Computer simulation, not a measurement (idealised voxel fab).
A process module follows: voxel self aligned contacts.
The cross-section shown here is cut; it is 215 nm wide and divided into square cells measuring 5 nm on a side.
For the purposes of this document, a cross-section shall be understood as a grid of square cells, specified as bands listed in top-to-bottom order, each band consisting of one or more rows of cells.
This entry defines a band. It first specifies the height of the band's top and the height of its bottom in nm, and then specifies the band's materials from left to right, stating each material with its width in nm. The word "throughout" identifies a single material that fills the band from edge to edge, while the word "air" identifies empty space.
Counting heights begins at 0, where everything beneath is, in the wafer as received, one material. The lowest band has no bottom; it goes on downwards, as "0..down" shows.
Graded width ("30 to 40"): value in top row of band = first number; value in bottom row = second number; row-to-row change constant.
Any step labelled "no modification" changed none of the cells in the cross-section.
"Unvented cavities" lists enclosed empty spaces (at least 8 cells, no open path upward to the top), each as width x height at distance from the left edge, in nm.
What comes after the settings on a step's line is commentary from the simulator itself on that step.
overlay nm: mask offset rightward from planned place, masked step; negative means leftward offset.

# Listed below are the process steps as planned
1 RECEIVE,material Si
2 OXIDIZE,depth nm 5
3 DIRECTIONAL_DEP,material polySi,thk nm 20
4 DIRECTIONAL_DEP,material SiN,thk nm 20
5 PATTERN,tone cover,mask id GATE,material resist,width nm 25,pitch nm 60,thk nm 20,overlay nm 0
6 DIRECTIONAL_ETCH,etch materials SiN,depth nm 20
7 DIRECTIONAL_ETCH,etch materials polySi,depth nm 20
8 STRIP,etch materials resist
9 CONFORMAL_DEP,material SiN,thk nm 10
10 DIRECTIONAL_ETCH,etch materials SiN,depth nm 10
11 FILL_DEP,material SiO2,thk nm 15
12 CMP,height nm 45
13 DIRECTIONAL_DEP,material aC,thk nm 15
14 PATTERN,tone open,mask id CONTACT,material resist,width nm 45,pitch nm 60,thk nm 35,overlay nm 0
15 DIRECTIONAL_ETCH,etch materials aC,depth nm 15
16 STRIP,etch materials resist
17 DIRECTIONAL_ETCH,etch materials SiO2,depth nm 50
18 STRIP,etch materials aC
19 CONFORMAL_DEP,material TiN,thk nm 5
20 FILL_DEP,material W,thk nm 5
21 CMP,height nm 45
22 CONFORMAL_DEP,material SiN,thk nm 5

# As-received state of the wafer in cross-section, equivalent to post-step 1
- 0..down: Si throughout
- Unvented cavities: none

# The module was run from the start shown above using the plan shown above, but one mistake was made doing it; the resulting wafer cross-section is below
- 50..45: SiN throughout
- 45..40: 55 nm SiO2 / 20 nm TiN / 5 nm W / 20 nm TiN / 15 nm SiO2 / 20 nm TiN / 5 nm W / 20 nm TiN / 55 nm SiO2
- 40..20: 25 nm SiO2 / 45 nm SiN / 5 nm TiN / 5 nm W / 5 nm TiN / 45 nm SiN / 5 nm TiN / 5 nm W / 5 nm TiN / 45 nm SiN / 25 nm SiO2
- 20..15: 25 nm SiO2 / 10 nm SiN / 25 nm polySi / 10 nm SiN / 5 nm TiN / 5 nm W / 5 nm TiN / 10 nm SiN / 25 nm polySi / 10 nm SiN / 5 nm TiN / 5 nm W / 5 nm TiN / 10 nm SiN / 25 nm polySi / 10 nm SiN / 25 nm SiO2
- 15..10: 25 nm SiO2 / 10 nm SiN / 25 nm polySi / 10 nm SiN / 15 nm TiN / 10 nm SiN / 25 nm polySi / 10 nm SiN / 15 nm TiN / 10 nm SiN / 25 nm polySi / 10 nm SiN / 25 nm SiO2
- 10..0: 35 nm SiN / 25 nm polySi / 35 nm SiN / 25 nm polySi / 35 nm SiN / 25 nm polySi / 35 nm SiN
- 0..-5: SiO2 throughout
- -5..down: Si throughout
- Unvented cavities: none
Deviation from plan: steps 9 and 10 run out of order (swapped)
